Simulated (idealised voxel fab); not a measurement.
process module | voxel wiring stack
cross-section cut | 250 nm wide | cells 5 nm
A cross-section is a grid of square cells, given in bands from the top down. A band is one or more rows of cells.
Each band's line starts with the height of the band's top and of its bottom, in nm. Then come its materials from left to right, each with its width in nm. One material with "throughout" fills the band from edge to edge. "air" is empty space.
Height 0 is the level under which the wafer as received is all one material. The lowest band goes on downwards, as in "0 down".
A width such as "30 to 40" changes by the same amount from each row of cells to the next, from the band's top row to its bottom row.
"no change" after a step means that no cell of the cross-section changed.
closed voids: empty space of 8 cells or more with no open way to the top, each as width x height at its distance from the left edge, in nm
after a step's settings: what the simulator itself notes on the step
overlay nm, on a step with a mask: how far to the right of its planned place the mask lay; to the left if negative
plan
1 op RECEIVE | material Si
2 op CONFORMAL_DEP | material SiO2 | thk nm 10
3 op CONFORMAL_DEP | material SiN | thk nm 5
4 op DIRECTIONAL_DEP | material SiO2 | thk nm 20
5 op DIRECTIONAL_DEP | material aC | thk nm 10
6 op PATTERN | tone open | mask id METAL_1 | material resist | width nm 20 | pitch nm 40 | thk nm 25 | overlay nm 0
7 op DIRECTIONAL_ETCH | etch materials aC | depth nm 10
8 op STRIP | etch materials resist
9 op DIRECTIONAL_ETCH | etch materials SiO2 | depth nm 20
10 op DIRECTIONAL_ETCH | etch materials SiN | depth nm 5
11 op STRIP | etch materials aC
12 op CONFORMAL_DEP | material TiN | thk nm 5
13 op FILL_DEP | material Cu | thk nm 5
14 op CMP | height nm 35
15 op CONFORMAL_DEP | material SiCN | thk nm 5
16 op DIRECTIONAL_DEP | material lowk | thk nm 30
17 op MASKED_ETCH | tone open | mask id METAL_2 | width nm 20 | pitch nm 40 | etch materials lowk | depth nm 20 | overlay nm 0
18 op PATTERN | tone open | mask id METAL_2_HOLES | material resist | width nm 15 | pitch nm 40 | thk nm 20 | overlay nm 0
19 op DIRECTIONAL_ETCH | etch materials lowk | depth nm 10
20 op DIRECTIONAL_ETCH | etch materials SiCN | depth nm 5
21 op STRIP | etch materials resist
22 op CONFORMAL_DEP | material TiN | thk nm 5
23 op FILL_DEP | material Cu | thk nm 10
24 op CMP | height nm 70
25 op CONFORMAL_DEP | material SiCN | thk nm 5
26 op DIRECTIONAL_DEP | material lowk | thk nm 10
27 op DIRECTIONAL_DEP | material aC | thk nm 15
28 op PATTERN | tone open | mask id PLUG_2 | material resist | width nm 15 | thk nm 35 | overlay nm 0
29 op DIRECTIONAL_ETCH | etch materials aC | depth nm 15
30 op STRIP | etch materials resist
31 op DIRECTIONAL_ETCH | etch materials lowk | depth nm 10
32 op DIRECTIONAL_ETCH | etch materials SiCN | depth nm 5
33 op STRIP | etch materials aC
34 op EPI | material Ru | thk nm 10
35 op EPI | material Ru | thk nm 5
36 op CONFORMAL_DEP | material SiCN | thk nm 5
37 op DIRECTIONAL_DEP | material lowk | thk nm 20
38 op PATTERN | tone open | mask id METAL_3 | material resist | width nm 20 | pitch nm 40 | thk nm 15 | overlay nm 0
39 op DIRECTIONAL_ETCH | etch materials lowk | depth nm 20
40 op DIRECTIONAL_ETCH | etch materials SiCN | depth nm 5
41 op STRIP | etch materials resist
42 op CONFORMAL_DEP | material TiN | thk nm 5
43 op FILL_DEP | material Cu | thk nm 5
44 op CMP | height nm 110
45 op EPI | material Ru | thk nm 5
46 op FILL_DEP | material SiCN | thk nm 5
47 op DIRECTIONAL_DEP | material SiO2 | thk nm 10
48 op DIRECTIONAL_DEP | material aC | thk nm 10
49 op PATTERN | tone open | mask id PLUG_3 | material resist | width nm 15 | pitch nm 40 | thk nm 30 | overlay nm 0
50 op DIRECTIONAL_ETCH | etch materials aC | depth nm 10
51 op STRIP | etch materials resist
52 op DIRECTIONAL_ETCH | etch materials SiO2 | depth nm 10
53 op DIRECTIONAL_ETCH | etch materials SiCN | depth nm 5
54 op STRIP | etch materials aC
55 op EPI | material Ru | thk nm 10
56 op EPI | material Ru | thk nm 5
57 op CONFORMAL_DEP | material SiN | thk nm 5
58 op DIRECTIONAL_DEP | material SiO2 | thk nm 15
59 op MASKED_ETCH | tone open | mask id METAL_4 | width nm 20 | pitch nm 40 | etch materials SiO2 | depth nm 15 | overlay nm 0
60 op MASKED_ETCH | tone open | mask id METAL_4 | width nm 20 | pitch nm 40 | etch materials SiN | depth nm 5 | overlay nm 0
61 op CONFORMAL_DEP | material TiN | thk nm 5
62 op FILL_DEP | material W | thk nm 10
63 op CMP | height nm 150
64 op EPI | material Ru | thk nm 5
65 op FILL_DEP | material SiCN | thk nm 5
as received, after step 1
  0 down: Si throughout
  closed voids: none
a wafer at the end: this start, this plan, one mistake
  160 to 155: SiCN throughout
  155 to 150: SiCN 90 | Ru 30 | SiCN 10 | Ru 30 | SiCN 90
  150 to 135: SiO2 95 | TiN 5 | W 10 | TiN 5 | SiO2 20 | TiN 5 | W 10 | TiN 5 | SiO2 95
  135 to 130: SiN 95 | TiN 20 | SiN 20 | TiN 20 | SiN 95
  130 to 120: SiO2 95 | Ru 15 | SiO2 25 | Ru 15 | SiO2 100
  120 to 110: SiCN 95 to 90 | Ru 15 to 30 | SiCN 25 to 10 | Ru 15 to 30 | SiCN 100 to 90
  110 to 90: lowk 95 | TiN 5 | Cu 10 | TiN 5 | lowk 20 | TiN 5 | Cu 10 | TiN 5 | lowk 95
  90 to 85: SiCN 95 | TiN 20 | SiCN 20 | TiN 20 | SiCN 95
  85 to 75: lowk 95 | Ru 15 | lowk 140
  75 to 70: SiCN 95 | Ru 15 | SiCN 140
  70 to 60: Cu 105 to 90 | TiN 5 to 20 | lowk 5 | TiN 5 | Cu 25 to 10 | TiN 5 to 20 | lowk 5 | TiN 5 | Cu 90
  60 to 55: Cu 90 | TiN 5 | lowk 20 | TiN 5 | Cu 10 | TiN 5 | lowk 20 | TiN 5 | Cu 90
  55 to 50: TiN 95 | lowk 20 | TiN 20 | lowk 20 | TiN 95
  50 to 40: lowk throughout
  40 to 35: SiCN throughout
  35 to 15: SiO2 95 | TiN 5 | Cu 10 | TiN 5 | SiO2 20 | TiN 5 | Cu 10 | TiN 5 | SiO2 95
  15 to 10: SiN 95 | TiN 20 | SiN 20 | TiN 20 | SiN 95
  10 to 0: SiO2 throughout
  0 down: Si throughout
  closed voids: none
what went wrong: step 17 ran as: op MASKED_ETCH | tone cover | mask id METAL_2 | width nm 20 | pitch nm 40 | etch materials lowk | depth nm 20 | overlay nm 0
